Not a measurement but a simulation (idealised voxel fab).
This is a process module. Its name is voxel double patterning.
Shown is cross-section cut, with a width of 225 nm and square cells of size 5 nm.
In this document a cross-section is written as a grid of square cells. It is given as a series of bands, listed from the top down, and a band is one or more rows of cells.
Basically the band line says how high the top is and how high the bottom is, in nm, and then what's in it from left to right, every material with its width in nm. Empty space shows up as "air", and if a single material carries "all across" it runs the full band edge to edge.
Note: height 0 marks the level under which the wafer is uniformly one material as received. Lowest band unbounded below, written "0 down".
When a width is written as two numbers, as in "30->40", the first number is the width in the top row of cells of the band and the second is the width in its bottom row, and the width changes by the same amount from each row to the next.
Where the words "no change" appear for a step, the cross-section shows no cell changed by that step; every cell remained as before.
For the entry "closed voids", the listed items are empty spaces with no open way to the top whose size is 8 cells or more; each item follows the pattern width x height at distance, where distance is from the left edge and all three are in nm.
That trailing text on a step's line, after the settings, is the simulator's own remark on the step.
overlay nm: how far to the right of its planned place the mask lay on this masked step (negative: to the left).

# List of planned process steps
step 1: RECEIVE [material Si]
step 2: CONFORMAL_DEP [material SiO2] [thk nm 5]
step 3: DIRECTIONAL_DEP [material W] [thk nm 20]
step 4: DIRECTIONAL_DEP [material SiCN] [thk nm 10]
step 5: DIRECTIONAL_DEP [material aC] [thk nm 15]
step 6: PATTERN [tone open] [mask id FIRST] [material resist] [width nm 15] [pitch nm 50] [thk nm 35] [overlay nm 0]
step 7: DIRECTIONAL_ETCH [etch materials aC] [depth nm 15]
step 8: STRIP [etch materials resist]
step 9: DIRECTIONAL_ETCH [etch materials SiCN] [depth nm 10]
step 10: STRIP [etch materials aC]
step 11: DIRECTIONAL_DEP [material aC] [thk nm 10]
step 12: PATTERN [tone open] [mask id SECOND] [material resist] [width nm 15] [thk nm 25] [overlay nm 0]
step 13: DIRECTIONAL_ETCH [etch materials aC] [depth nm 10]
step 14: STRIP [etch materials resist]
step 15: DIRECTIONAL_ETCH [etch materials SiCN] [depth nm 10]
step 16: STRIP [etch materials aC]
step 17: DIRECTIONAL_ETCH [etch materials W] [depth nm 20]
step 18: STRIP [etch materials SiCN]

# First of the two wafers, run per plan

# Here's what the wafer looked like in cross-section when it arrived - that's after step 1
* 0 down: Si all across
* closed voids: none

# So this is the wafer cross-section right after step 2
* 5 to 0: SiO2 all across
* Rest of section, below 0: as before.

# So this is the wafer cross-section right after step 3
* 25 to 5: W all across
* Rest of section, below 5: as before.

# So this is the wafer cross-section right after step 4
* 35 to 25: SiCN all across
* Rest of section, below 25: as before.

# So this is the wafer cross-section right after step 5
* 50 to 35: aC all across
* Rest of section, below 35: as before.

# So this is the wafer cross-section right after step 6
* 85 to 50: resist 80  air 15  resist 35  air 15  resist 80
* Rest of section, below 50: as before.

# So this is the wafer cross-section right after step 7
* 70 to 50: resist 80  air 15  resist 35  air 15  resist 80
* 50 to 35: aC 80  air 15  aC 35  air 15  aC 80
* Rest of section, below 35: as before.

# So this is the wafer cross-section right after step 8
* 50 to 35: aC 80  air 15  aC 35  air 15  aC 80
* Rest of section, below 35: as before.

# So this is the wafer cross-section right after step 9
* 50 to 35: aC 80  air 15  aC 35  air 15  aC 80
* 35 to 25: SiCN 80  air 15  SiCN 35  air 15  SiCN 80
* Rest of section, below 25: as before.

# So this is the wafer cross-section right after step 10
* 35 to 25: SiCN 80  air 15  SiCN 35  air 15  SiCN 80
* Rest of section, below 25: as before.

# So this is the wafer cross-section right after step 11
* 45 to 35: aC 80  air 15  aC 35  air 15  aC 80
* 35 to 25: SiCN 80  aC 15  SiCN 35  aC 15  SiCN 80
* Rest of section, below 25: as before.

# So this is the wafer cross-section right after step 12
* 70 to 45: resist 105  air 15  resist 105
* 45 to 35: aC 80  resist 15  aC 35  resist 15  aC 80
* Rest of section, below 35: as before.

# So this is the wafer cross-section right after step 13
* 60 to 45: resist 105  air 15  resist 105
* 45 to 35: aC 80  resist 15  aC 10  air 15  aC 10  resist 15  aC 80
* Rest of section, below 35: as before.

# So this is the wafer cross-section right after step 14
* 45 to 35: aC 80  air 15  aC 10  air 15  aC 10  air 15  aC 80
* Rest of section, below 35: as before.

# So this is the wafer cross-section right after step 15
* 45 to 35: aC 80  air 15  aC 10  air 15  aC 10  air 15  aC 80
* 35 to 25: SiCN 80  aC 15  SiCN 10  air 15  SiCN 10  aC 15  SiCN 80
* Rest of section, below 25: as before.

# So this is the wafer cross-section right after step 16
* 35 to 25: SiCN 80  air 15  SiCN 10  air 15  SiCN 10  air 15  SiCN 80
* Rest of section, below 25: as before.

# So this is the wafer cross-section right after step 17
* 35 to 25: SiCN 80  air 15  SiCN 10  air 15  SiCN 10  air 15  SiCN 80
* 25 to 5: W 80  air 15  W 10  air 15  W 10  air 15  W 80
* Rest of section, below 5: as before.

# So this is the wafer cross-section right after step 18
* 25 to 5: W 80  air 15  W 10  air 15  W 10  air 15  W 80
* Rest of section, below 5: as before.

# Now the other wafer: same start, same recipe, but we messed up one thing when running it. Up to and including step 1 it's the same as the first one

# Cross-section of the second wafer corresponding to the planned conclusion of step 2
* 20 to 0: W all across
* Rest of section, below 0: as before.

# Cross-section of the second wafer corresponding to the planned conclusion of step 3
* 25 to 20: SiO2 all across
* Rest of section, below 20: as before.

# Cross-section of the second wafer corresponding to the planned conclusion of step 4
* 35 to 25: SiCN all across
* Rest of section, below 25: as before.

# Cross-section of the second wafer corresponding to the planned conclusion of step 5
* 50 to 35: aC all across
* Rest of section, below 35: as before.

# Cross-section of the second wafer corresponding to the planned conclusion of step 6
* 85 to 50: resist 80  air 15  resist 35  air 15  resist 80
* Rest of section, below 50: as before.

# Cross-section of the second wafer corresponding to the planned conclusion of step 7
* 70 to 50: resist 80  air 15  resist 35  air 15  resist 80
* 50 to 35: aC 80  air 15  aC 35  air 15  aC 80
* Rest of section, below 35: as before.

# Cross-section of the second wafer corresponding to the planned conclusion of step 8
* 50 to 35: aC 80  air 15  aC 35  air 15  aC 80
* Rest of section, below 35: as before.

# Cross-section of the second wafer corresponding to the planned conclusion of step 9
* 50 to 35: aC 80  air 15  aC 35  air 15  aC 80
* 35 to 25: SiCN 80  air 15  SiCN 35  air 15  SiCN 80
* Rest of section, below 25: as before.

# Cross-section of the second wafer corresponding to the planned conclusion of step 10
* 35 to 25: SiCN 80  air 15  SiCN 35  air 15  SiCN 80
* Rest of section, below 25: as before.

# Cross-section of the second wafer corresponding to the planned conclusion of step 11
* 45 to 35: aC 80  air 15  aC 35  air 15  aC 80
* 35 to 25: SiCN 80  aC 15  SiCN 35  aC 15  SiCN 80
* Rest of section, below 25: as before.

# Cross-section of the second wafer corresponding to the planned conclusion of step 12
* 70 to 45: resist 105  air 15  resist 105
* 45 to 35: aC 80  resist 15  aC 35  resist 15  aC 80
* Rest of section, below 35: as before.

# Cross-section of the second wafer corresponding to the planned conclusion of step 13
* 60 to 45: resist 105  air 15  resist 105
* 45 to 35: aC 80  resist 15  aC 10  air 15  aC 10  resist 15  aC 80
* Rest of section, below 35: as before.

# Cross-section of the second wafer corresponding to the planned conclusion of step 14
* 45 to 35: aC 80  air 15  aC 10  air 15  aC 10  air 15  aC 80
* Rest of section, below 35: as before.

# Cross-section of the second wafer corresponding to the planned conclusion of step 15
* 45 to 35: aC 80  air 15  aC 10  air 15  aC 10  air 15  aC 80
* 35 to 25: SiCN 80  aC 15  SiCN 10  air 15  SiCN 10  aC 15  SiCN 80
* Rest of section, below 25: as before.

# Cross-section of the second wafer corresponding to the planned conclusion of step 16
* 35 to 25: SiCN 80  air 15  SiCN 10  air 15  SiCN 10  air 15  SiCN 80
* Rest of section, below 25: as before.

Cross-section of the second wafer corresponding to the planned conclusion of step 17: no change

# Cross-section of the second wafer corresponding to the planned conclusion of step 18
* 25 to 20: SiO2 all across
* Rest of section, below 20: as before.
It is concluded that the wafer was processed incorrectly with respect to the plan, in that ran 2 and 3 in swapped order versus the plan
Counted in cells at the end, the second wafer holds more or fewer of these materials than the first: W: 36 more
